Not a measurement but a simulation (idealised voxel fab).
Process module under the name voxel transistor to metal
Section cut is 285 nm wide and gridded with 5 nm square cells.
A cross-section in this document is a grid of square cells, and it is written down as bands, the top band listed before the ones below it; a band is made up of one or more rows of cells.
Basically the band line says how high the top is and how high the bottom is, in nm, and then what's in it from left to right, every material with its width in nm. Empty space shows up as "empty", and if a single material carries "full width" it runs the full band edge to edge.
Height reference: 0 = level under which incoming wafer is all one material. Lowest band: no bottom, runs on downward, e.g. "0 nm and below".
The two numbers in a width such as "30 to 40" mark its ends across the band: the first belongs to the top row of cells, the second to the bottom row, and from each row to the next the width moves by the same amount.
Given "same as before" for a step, no cell of the cross-section differs between before and after that step.
In "Fully sealed cavities" the enclosed voids are listed, meaning empty spaces of 8 cells or larger without any opening to the top. The form is width x height at distance, distance from the left edge, units nm.
Read whatever lies past the settings on a step's line as the simulator's own remark about the step.
When a step includes a mask, the "overlay nm" setting on its line states how far to the right of its planned place that mask lay, and negative values state how far to the left.
### The steps planned for the process are as follows
1,RECEIVE (material Si)
2,CONFORMAL_DEP (material SiO2; thk nm 5)
3,CONFORMAL_DEP (material SiN; thk nm 10)
4,MASKED_ETCH (tone cover; mask id ACTIVE; width nm 95; pitch nm 125; etch materials SiN; depth nm 10; overlay nm 0)
5,MASKED_ETCH (tone cover; mask id ACTIVE; width nm 95; pitch nm 125; etch materials SiO2; depth nm 5; overlay nm 0)
6,MASKED_ETCH (tone cover; mask id ACTIVE; width nm 95; pitch nm 125; etch materials Si; depth nm 35; overlay nm 0)
7,FILL_DEP (material SiO2; thk nm 10)
8,CMP (height nm 15)
9,SELECTIVE_ETCH (etch materials SiO2; depth nm 5)
10,STRIP (etch materials SiN)
11,SELECTIVE_ETCH (etch materials SiO2; depth nm 5)
12,OXIDIZE (depth nm 5)
13,DIRECTIONAL_DEP (material polySi; thk nm 20)
14,DIRECTIONAL_DEP (material SiCN; thk nm 10)
15,PATTERN (tone cover; mask id GATE; material resist; width nm 25; pitch nm 125; thk nm 20; overlay nm 0)
16,DIRECTIONAL_ETCH (etch materials SiCN; depth nm 20)
17,DIRECTIONAL_ETCH (etch materials polySi; depth nm 30)
18,STRIP (etch materials resist)
19,CONFORMAL_DEP (material SiN; thk nm 10)
20,DIRECTIONAL_ETCH (etch materials SiN; depth nm 10)
21,DIRECTIONAL_ETCH (etch materials SiO2; depth nm 5)
22,DIRECTIONAL_ETCH (etch materials Si; depth nm 5)
23,EPI (material SiGe; thk nm 10)
24,FILL_DEP (material SiO2; thk nm 5)
25,CMP (height nm 30)
26,DIRECTIONAL_DEP (material SiO2; thk nm 10)
27,MASKED_ETCH (tone open; mask id CONTACT; width nm 15; etch materials SiO2; depth nm 35; overlay nm 0)
28,CONFORMAL_DEP (material TiN; thk nm 5)
29,FILL_DEP (material Ru; thk nm 5)
30,CMP (height nm 40)
31,DIRECTIONAL_DEP (material TiN; thk nm 5)
32,DIRECTIONAL_DEP (material Ru; thk nm 25)
33,MASKED_ETCH (tone cover; mask id METAL_1; width nm 15; etch materials Ru; depth nm 25; overlay nm 0)
34,MASKED_ETCH (tone cover; mask id METAL_1; width nm 15; etch materials TiN; depth nm 5; overlay nm -15)
35,FILL_DEP (material lowk; thk nm 10)
36,CMP (height nm 70)
37,CONFORMAL_DEP (material SiN; thk nm 5)
What sets these wafers apart? The overlay nm at step 34. They all start alike, and the plan carries the first wafer's value.
### Cross-sectional view of the first of several wafers in the as-received condition, corresponding to the state following step 1
  0 nm and below = Si full width
  Fully sealed cavities: none
### Tabulated below, wafer by wafer, are the end-of-module results: for each material, the number of cells gained (+) or lost (-) relative to the as-received state, followed by the closed voids
overlay nm -15; +84 Ru; -187 Si; +20 SiCN; +48 SiGe; +113 SiN; +395 SiO2; +84 TiN; +258 lowk; +40 polySi; Fully sealed cavities: none
overlay nm -10; +84 Ru; -187 Si; +20 SiCN; +48 SiGe; +113 SiN; +395 SiO2; +80 TiN; +262 lowk; +40 polySi; Fully sealed cavities: none
overlay nm -5; +84 Ru; -187 Si; +20 SiCN; +48 SiGe; +113 SiN; +395 SiO2; +76 TiN; +266 lowk; +40 polySi; Fully sealed cavities: none
overlay nm 0; +84 Ru; -187 Si; +20 SiCN; +48 SiGe; +113 SiN; +395 SiO2; +72 TiN; +270 lowk; +40 polySi; Fully sealed cavities: none
overlay nm 5; +84 Ru; -187 Si; +20 SiCN; +48 SiGe; +113 SiN; +395 SiO2; +76 TiN; +266 lowk; +40 polySi; Fully sealed cavities: none
overlay nm 10; +84 Ru; -187 Si; +20 SiCN; +48 SiGe; +113 SiN; +395 SiO2; +80 TiN; +262 lowk; +40 polySi; Fully sealed cavities: none
overlay nm 15; +84 Ru; -187 Si; +20 SiCN; +48 SiGe; +113 SiN; +395 SiO2; +84 TiN; +258 lowk; +40 polySi; Fully sealed cavities: none
